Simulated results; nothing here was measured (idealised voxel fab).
Name of the process module below: voxel released beams
The figure presents cross-section cut, which has a width of 210 nm and is divided into square cells with an edge length of 5 nm.
Cross-section spec: square-cell grid; bands listed top down; each band is one or more rows.
Look at the band entry: it leads with the top's height and the bottom's height in nm. Then it lists the materials left to right, with a width in nm for each. The word "full width" on a single material says that material fills the band edge to edge. The word "blank" is empty space.
All heights in this document are referenced to 0, defined as the level beneath which the wafer, as received, consists entirely of one material. The lowest band is not bounded below; it extends indefinitely downward and is written in the form "0 down".
With a width like "30 to 40", each row of cells in the band differs from the next by the same amount, the top row carrying the first number and the bottom row the second.
The designation "nothing different", where it is given for a processing step, indicates that no cell of the cross-section was altered in the course of that step.
Look at "Sealed void listing" for the closed voids: empty spaces with no open path to the top, sized 8 cells or up. Each is width x height at distance, distance from the left edge, all nm.
Past the settings on a step's line: simulator remark, on that step.
overlay nm: on a step with a mask, how far right of its planned place the mask lay; negative means left.
## Steps in the process plan
1. RECEIVE: material Si
2. CONFORMAL_DEP: material Al2O3, thk nm 10
3. DIRECTIONAL_DEP: material SiO2, thk nm 20
4. PATTERN: tone open, mask id ANCHOR, material resist, width nm 35, thk nm 20, overlay nm 0
5. DIRECTIONAL_ETCH: etch materials SiO2, depth nm 20
6. STRIP: etch materials resist
7. CONFORMAL_DEP: material polySi, thk nm 15
8. MASKED_ETCH: tone cover, mask id BEAM, width nm 115, etch materials polySi, depth nm 15, overlay nm 0
9. STRIP: etch materials SiO2
## Cross-section, incoming material, after step 1
    0 down = Si full width
    Sealed void listing: none
## The first of two wafers, cross-sectioned at the end of the module, with the run proceeding as planned
    45 to 30 = 45 of blank, 20 of polySi, 5 of blank, 90 of polySi, 50 of blank
    30 to 25 = 50 of blank, 15 of polySi, 5 of blank, 15 of polySi, 125 of blank
    25 to 10 = 50 of blank, 35 of polySi, 125 of blank
    10 to 0 = Al2O3 full width
    0 down = Si full width
    Sealed void listing: none
## Wafer two (of two), end-of-module cross-section: start = wafer one, plan = wafer one, one run mistake
    35 to 20 = 45 of blank, 20 of polySi, 5 of blank, 90 of polySi, 50 of blank
    20 to 15 = 50 of blank, 15 of polySi, 5 of blank, 15 of polySi, 125 of blank
    15 to 0 = 50 of blank, 35 of polySi, 125 of blank
    0 down = Si full width
    Sealed void listing: none
Want to know what went wrong? step 2 of the plan: omitted, not performed
End check, counted in cells, second wafer has more or fewer of these materials than the first: Al2O3 -84
